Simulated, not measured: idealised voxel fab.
Module name: voxel gate over fins (process module)
Each square cell in cross-section cut measures 5 nm, and the section as a whole is 250 nm wide.
The cross-sections in this document take the form of a grid made of square cells. They are written out as bands, in order from top to bottom. Each band consists of one or more rows of cells. Heights first: top, then bottom, in nm. Then materials, left to right, each with a width in nm. "throughout" on a single material: fills the band edge to edge. "blank": empty space. The level at which height equals 0 is the one under which the wafer, as it arrives, is entirely one material. No lower edge exists for the bottom band, which continues downward and is notated as in "0..down". A width such as "30..40" changes by the same amount from each row of cells to the next, from the band's top row to its bottom row. For the purposes of this document, the phrase "nothing was modified" attached to a step denotes that no cell within the cross-section was modified by that step. For the entry "Enclosed void list", the listed items are empty spaces with no open way to the top whose size is 8 cells or more; each item follows the pattern width x height at distance, where distance is from the left edge and all three are in nm. Past the settings on a step's line: simulator remark, on that step. "overlay nm" denotes, for a step that has a mask, the displacement of the mask to the right of its planned place, with negative values corresponding to the left.

**Set out below are the planned steps of the process**
1 RECEIVE [material Si]
2 CONFORMAL_DEP [material SiN] [thk nm 5]
3 PATTERN [tone cover] [mask id FINS] [material resist] [width nm 15] [pitch nm 35] [thk nm 20] [overlay nm 0]
4 DIRECTIONAL_ETCH [etch materials SiN] [depth nm 5]
5 DIRECTIONAL_ETCH [etch materials Si] [depth nm 30]
6 STRIP [etch materials resist]
7 FILL_DEP [material SiO2] [thk nm 10]
8 CMP [height nm 5]
9 SELECTIVE_ETCH [etch materials SiO2] [depth nm 15]
10 STRIP [etch materials SiN]
11 CONFORMAL_DEP [material HfO2] [thk nm 5]
12 CONFORMAL_DEP [material TiN] [thk nm 5]
13 FILL_DEP [material W] [thk nm 15]
14 CMP [height nm 20]
15 CONFORMAL_DEP [material SiN] [thk nm 5]

**Run as planned: first of two wafers**

**Step 1 complete: cross-section of the wafer as received**
	0..down: Si throughout
	Enclosed void list: none

**Once step 2 is through, the wafer looks like this in cross-section**
	5..0: SiN throughout
	Under 0: no change, same as before.

**Once step 3 is through, the wafer looks like this in cross-section**
	25..5: 80 nm blank / 15 nm resist / 20 nm blank / 15 nm resist / 20 nm blank / 15 nm resist / 85 nm blank
	Under 5: no change, same as before.

**Once step 4 is through, the wafer looks like this in cross-section**
	25..5: 80 nm blank / 15 nm resist / 20 nm blank / 15 nm resist / 20 nm blank / 15 nm resist / 85 nm blank
	5..0: 80 nm blank / 15 nm SiN / 20 nm blank / 15 nm SiN / 20 nm blank / 15 nm SiN / 85 nm blank
	Under 0: no change, same as before.

**Once step 5 is through, the wafer looks like this in cross-section**
	25..5: 80 nm blank / 15 nm resist / 20 nm blank / 15 nm resist / 20 nm blank / 15 nm resist / 85 nm blank
	5..0: 80 nm blank / 15 nm SiN / 20 nm blank / 15 nm SiN / 20 nm blank / 15 nm SiN / 85 nm blank
	0..-30: 80 nm blank / 15 nm Si / 20 nm blank / 15 nm Si / 20 nm blank / 15 nm Si / 85 nm blank
	Under -30: no change, same as before.

**Once step 6 is through, the wafer looks like this in cross-section**
	5..0: 80 nm blank / 15 nm SiN / 20 nm blank / 15 nm SiN / 20 nm blank / 15 nm SiN / 85 nm blank
	Under 0: no change, same as before.

**Once step 7 is through, the wafer looks like this in cross-section**
	15..5: SiO2 throughout
	5..0: 80 nm SiO2 / 15 nm SiN / 20 nm SiO2 / 15 nm SiN / 20 nm SiO2 / 15 nm SiN / 85 nm SiO2
	0..-30: 80 nm SiO2 / 15 nm Si / 20 nm SiO2 / 15 nm Si / 20 nm SiO2 / 15 nm Si / 85 nm SiO2
	Under -30: no change, same as before.

**Once step 8 is through, the wafer looks like this in cross-section**
	5..0: 80 nm SiO2 / 15 nm SiN / 20 nm SiO2 / 15 nm SiN / 20 nm SiO2 / 15 nm SiN / 85 nm SiO2
	Under 0: no change, same as before.

**Once step 9 is through, the wafer looks like this in cross-section**
	5..0: 80 nm blank / 15 nm SiN / 20 nm blank / 15 nm SiN / 20 nm blank / 15 nm SiN / 85 nm blank
	0..-10: 80 nm blank / 15 nm Si / 20 nm blank / 15 nm Si / 20 nm blank / 15 nm Si / 85 nm blank
	Under -10: no change, same as before.

**Once step 10 is through, the wafer looks like this in cross-section**
	0..-10: 80 nm blank / 15 nm Si / 20 nm blank / 15 nm Si / 20 nm blank / 15 nm Si / 85 nm blank
	Under -10: no change, same as before.

**Once step 11 is through, the wafer looks like this in cross-section**
	5..0: 75 nm blank / 25 nm HfO2 / 10 nm blank / 25 nm HfO2 / 10 nm blank / 25 nm HfO2 / 80 nm blank
	0..-5: 75 nm blank / 5 nm HfO2 / 15 nm Si / 5 nm HfO2 / 10 nm blank / 5 nm HfO2 / 15 nm Si / 5 nm HfO2 / 10 nm blank / 5 nm HfO2 / 15 nm Si / 5 nm HfO2 / 80 nm blank
	-5..-10: 80 nm HfO2 / 15 nm Si / 20 nm HfO2 / 15 nm Si / 20 nm HfO2 / 15 nm Si / 85 nm HfO2
	Under -10: no change, same as before.

**Once step 12 is through, the wafer looks like this in cross-section**
	10..5: 70 nm blank / 105 nm TiN / 75 nm blank
	5..0: 70 nm blank / 5 nm TiN / 25 nm HfO2 / 10 nm TiN / 25 nm HfO2 / 10 nm TiN / 25 nm HfO2 / 5 nm TiN / 75 nm blank
	0..-5: 75 nm TiN / 5 nm HfO2 / 15 nm Si / 5 nm HfO2 / 10 nm TiN / 5 nm HfO2 / 15 nm Si / 5 nm HfO2 / 10 nm TiN / 5 nm HfO2 / 15 nm Si / 5 nm HfO2 / 80 nm TiN
	Under -5: no change, same as before.

**Once step 13 is through, the wafer looks like this in cross-section**
	25..10: W throughout
	10..5: 70 nm W / 105 nm TiN / 75 nm W
	5..0: 70 nm W / 5 nm TiN / 25 nm HfO2 / 10 nm TiN / 25 nm HfO2 / 10 nm TiN / 25 nm HfO2 / 5 nm TiN / 75 nm W
	Under 0: no change, same as before.

**Once step 14 is through, the wafer looks like this in cross-section**
	20..10: W throughout
	Under 10: no change, same as before.

**Once step 15 is through, the wafer looks like this in cross-section**
	25..20: SiN throughout
	Under 20: no change, same as before.

**Second Wafer (Identical Start and Plan, One Processing Error; Matches First Wafer Through Step 2)**

**Second wafer, section view, time point: scheduled end of step 3**
	25..5: 75 nm blank / 15 nm resist / 20 nm blank / 15 nm resist / 20 nm blank / 15 nm resist / 90 nm blank
	Under 5: no change, same as before.

**Second wafer, section view, time point: scheduled end of step 4**
	25..5: 75 nm blank / 15 nm resist / 20 nm blank / 15 nm resist / 20 nm blank / 15 nm resist / 90 nm blank
	5..0: 75 nm blank / 15 nm SiN / 20 nm blank / 15 nm SiN / 20 nm blank / 15 nm SiN / 90 nm blank
	Under 0: no change, same as before.

**Second wafer, section view, time point: scheduled end of step 5**
	25..5: 75 nm blank / 15 nm resist / 20 nm blank / 15 nm resist / 20 nm blank / 15 nm resist / 90 nm blank
	5..0: 75 nm blank / 15 nm SiN / 20 nm blank / 15 nm SiN / 20 nm blank / 15 nm SiN / 90 nm blank
	0..-30: 75 nm blank / 15 nm Si / 20 nm blank / 15 nm Si / 20 nm blank / 15 nm Si / 90 nm blank
	Under -30: no change, same as before.

**Second wafer, section view, time point: scheduled end of step 6**
	5..0: 75 nm blank / 15 nm SiN / 20 nm blank / 15 nm SiN / 20 nm blank / 15 nm SiN / 90 nm blank
	Under 0: no change, same as before.

**Second wafer, section view, time point: scheduled end of step 7**
	15..5: SiO2 throughout
	5..0: 75 nm SiO2 / 15 nm SiN / 20 nm SiO2 / 15 nm SiN / 20 nm SiO2 / 15 nm SiN / 90 nm SiO2
	0..-30: 75 nm SiO2 / 15 nm Si / 20 nm SiO2 / 15 nm Si / 20 nm SiO2 / 15 nm Si / 90 nm SiO2
	Under -30: no change, same as before.

**Second wafer, section view, time point: scheduled end of step 8**
	5..0: 75 nm SiO2 / 15 nm SiN / 20 nm SiO2 / 15 nm SiN / 20 nm SiO2 / 15 nm SiN / 90 nm SiO2
	Under 0: no change, same as before.

**Second wafer, section view, time point: scheduled end of step 9**
	5..0: 75 nm blank / 15 nm SiN / 20 nm blank / 15 nm SiN / 20 nm blank / 15 nm SiN / 90 nm blank
	0..-10: 75 nm blank / 15 nm Si / 20 nm blank / 15 nm Si / 20 nm blank / 15 nm Si / 90 nm blank
	Under -10: no change, same as before.

**Second wafer, section view, time point: scheduled end of step 10**
	0..-10: 75 nm blank / 15 nm Si / 20 nm blank / 15 nm Si / 20 nm blank / 15 nm Si / 90 nm blank
	Under -10: no change, same as before.

**Second wafer, section view, time point: scheduled end of step 11**
	5..0: 70 nm blank / 25 nm HfO2 / 10 nm blank / 25 nm HfO2 / 10 nm blank / 25 nm HfO2 / 85 nm blank
	0..-5: 70 nm blank / 5 nm HfO2 / 15 nm Si / 5 nm HfO2 / 10 nm blank / 5 nm HfO2 / 15 nm Si / 5 nm HfO2 / 10 nm blank / 5 nm HfO2 / 15 nm Si / 5 nm HfO2 / 85 nm blank
	-5..-10: 75 nm HfO2 / 15 nm Si / 20 nm HfO2 / 15 nm Si / 20 nm HfO2 / 15 nm Si / 90 nm HfO2
	Under -10: no change, same as before.

**Second wafer, section view, time point: scheduled end of step 12**
	10..5: 65 nm blank / 105 nm TiN / 80 nm blank
	5..0: 65 nm blank / 5 nm TiN / 25 nm HfO2 / 10 nm TiN / 25 nm HfO2 / 10 nm TiN / 25 nm HfO2 / 5 nm TiN / 80 nm blank
	0..-5: 70 nm TiN / 5 nm HfO2 / 15 nm Si / 5 nm HfO2 / 10 nm TiN / 5 nm HfO2 / 15 nm Si / 5 nm HfO2 / 10 nm TiN / 5 nm HfO2 / 15 nm Si / 5 nm HfO2 / 85 nm TiN
	Under -5: no change, same as before.

**Second wafer, section view, time point: scheduled end of step 13**
	25..10: W throughout
	10..5: 65 nm W / 105 nm TiN / 80 nm W
	5..0: 65 nm W / 5 nm TiN / 25 nm HfO2 / 10 nm TiN / 25 nm HfO2 / 10 nm TiN / 25 nm HfO2 / 5 nm TiN / 80 nm W
	Under 0: no change, same as before.

**Second wafer, section view, time point: scheduled end of step 14**
	20..10: W throughout
	Under 10: no change, same as before.

**Second wafer, section view, time point: scheduled end of step 15**
	25..20: SiN throughout
	Under 20: no change, same as before.
What was done differently from what was planned? step 3 did not use the planned setting and instead ran as PATTERN [tone cover] [mask id FINS] [material resist] [width nm 15] [pitch nm 35] [thk nm 20] [overlay nm -5]
Heads up: at the end the two wafers have identical cell counts per material, they're just laid out differently.
